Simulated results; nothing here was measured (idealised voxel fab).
Documented hereafter: the process module known as voxel quadruple lines.
Section cut is 280 nm wide and gridded with 5 nm square cells.
When this document writes out a cross-section, it uses a grid of square cells and lists it as bands, beginning at the top and moving down, with a band standing for one or more rows of cells.
What a band's entry tells you: where the top is and where the bottom is, as heights in nm, and after that what lies inside, material by material from left to right, each with its width in nm. Empty space is written as the word "empty", and a single material marked with the word "full width" occupies the band from edge to edge.
Ref level 0: as-received wafer is one material below here. Bottom band extends down with no lower bound ("0 and below").
Width "30->40": first value at the band's top row of cells, second value at its bottom row, equal change from row to row.
A step reported as "stayed the same" is a step in which no cell of the cross-section changed.
"Tabulated closed voids" contains a list of empty spaces, each no smaller than 8 cells and without an open way to the top, written in the form width x height at distance with the distance from the left edge and all three in nm.
That trailing text on a step's line, after the settings, is the simulator's own remark on the step.
overlay nm: mask right of planned place by this much (step with mask). Neg. = left.

Process steps foreseen in the plan
| 1 | RECEIVE with material Si |
| 2 | CONFORMAL_DEP with material SiO2, thk nm 5 |
| 3 | DIRECTIONAL_DEP with material W, thk nm 10 |
| 4 | DIRECTIONAL_DEP with material polySi, thk nm 15 |
| 5 | DIRECTIONAL_DEP with material aC, thk nm 25 |
| 6 | PATTERN with tone cover, mask id MANDREL, material resist, width nm 30, thk nm 35, overlay nm 0 |
| 7 | DIRECTIONAL_ETCH with etch materials aC, depth nm 25 |
| 8 | STRIP with etch materials resist |
| 9 | CONFORMAL_DEP with material SiO2, thk nm 10 |
| 10 | DIRECTIONAL_ETCH with etch materials SiO2, depth nm 10 |
| 11 | STRIP with etch materials aC |
| 12 | DIRECTIONAL_ETCH with etch materials polySi, depth nm 15 |
| 13 | STRIP with etch materials SiO2 |
| 14 | CONFORMAL_DEP with material SiN, thk nm 10 |
| 15 | DIRECTIONAL_ETCH with etch materials SiN, depth nm 10 |
| 16 | STRIP with etch materials polySi |
| 17 | DIRECTIONAL_ETCH with etch materials W, depth nm 10 |
| 18 | STRIP with etch materials SiN |

So this is the incoming wafer in cross-section - it's already been through step 1
0 and below | Si full width
Tabulated closed voids: none

Cross-sectional result after module completion. Note: starting condition and plan are unchanged from above; one processing mistake was made
15 down to 5 | empty 105 / W 10 / empty 10 / W 10 / empty 10 / W 10 / empty 10 / W 10 / empty 105
5 down to 0 | aC full width
0 and below | Si full width
Tabulated closed voids: none
What broke from the plan during processing? step 2 changed vs plan, executed as CONFORMAL_DEP with material aC, thk nm 5
